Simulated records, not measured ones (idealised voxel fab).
The following process module bears the name voxel released beams.
FYI the section here is cut, 205 nm wide, cells are 5 nm squares.
Square cells in a grid make up a cross-section in this document, and the grid is given as bands, listed from the top down, each one or more rows of cells. A band entry consists of two parts. The first gives the height of the band's top and the height of its bottom, in nm. The rest lists the band's materials from left to right, each with its width in nm. A single material labelled with the word "throughout" fills the band from edge to edge, and the word "empty" marks empty space. All heights in this document are referenced to 0, defined as the level beneath which the wafer, as received, consists entirely of one material. The lowest band is not bounded below; it extends indefinitely downward and is written in the form "0 nm and below". Note: "30..40" means the width goes from the first number (top row of the band) to the second number (bottom row) in equal steps per row of cells. When a step is marked "no modification", none of the cells in the cross-section changed during that step. Entry "Closed void roster" = empty spaces >= 8 cells with no open way to the top; each as width x height at distance, distance from left edge, all nm. Anything after a step's settings on that line? It's the simulator's own note about the step. The line of a step may include "overlay nm". On a step with a mask, this value is how far to the right of its planned place the mask lay. A negative value means the mask lay to the left.
### List of planned process steps
step 1: RECEIVE [material Si]
step 2: CONFORMAL_DEP [material SiN] [thk nm 5]
step 3: DIRECTIONAL_DEP [material SiO2] [thk nm 15]
step 4: PATTERN [tone open] [mask id ANCHOR] [material resist] [width nm 35] [thk nm 20] [overlay nm 0]
step 5: DIRECTIONAL_ETCH [etch materials SiO2] [depth nm 15]
step 6: STRIP [etch materials resist]
step 7: CONFORMAL_DEP [material TiN] [thk nm 15]
step 8: PATTERN [tone cover] [mask id BEAM] [material resist] [width nm 105] [thk nm 15] [overlay nm 0]
step 9: DIRECTIONAL_ETCH [etch materials TiN] [depth nm 15]
step 10: STRIP [etch materials resist]
step 11: STRIP [etch materials SiO2]
### Cross-section of the wafer as it came to us, i.e., already through step 1
> 0 nm and below: Si throughout
> Closed void roster: none
### Figure: cross-sectional view of the wafer upon completion of the module, processed from the initial state and according to the plan depicted above, with one error introduced during execution
> 35 nm to 20 nm: empty=45, TiN=20, empty=10, TiN=75, empty=55
> 20 nm to 5 nm: empty=50, TiN=40, empty=115
> 5 nm to 0 nm: SiN throughout
> 0 nm and below: Si throughout
> Closed void roster: none
The mistake made against the process plan was this: step 4 ran differently from the plan; actual operation with settings: PATTERN [tone open] [mask id ANCHOR] [material resist] [width nm 40] [thk nm 20] [overlay nm 0]
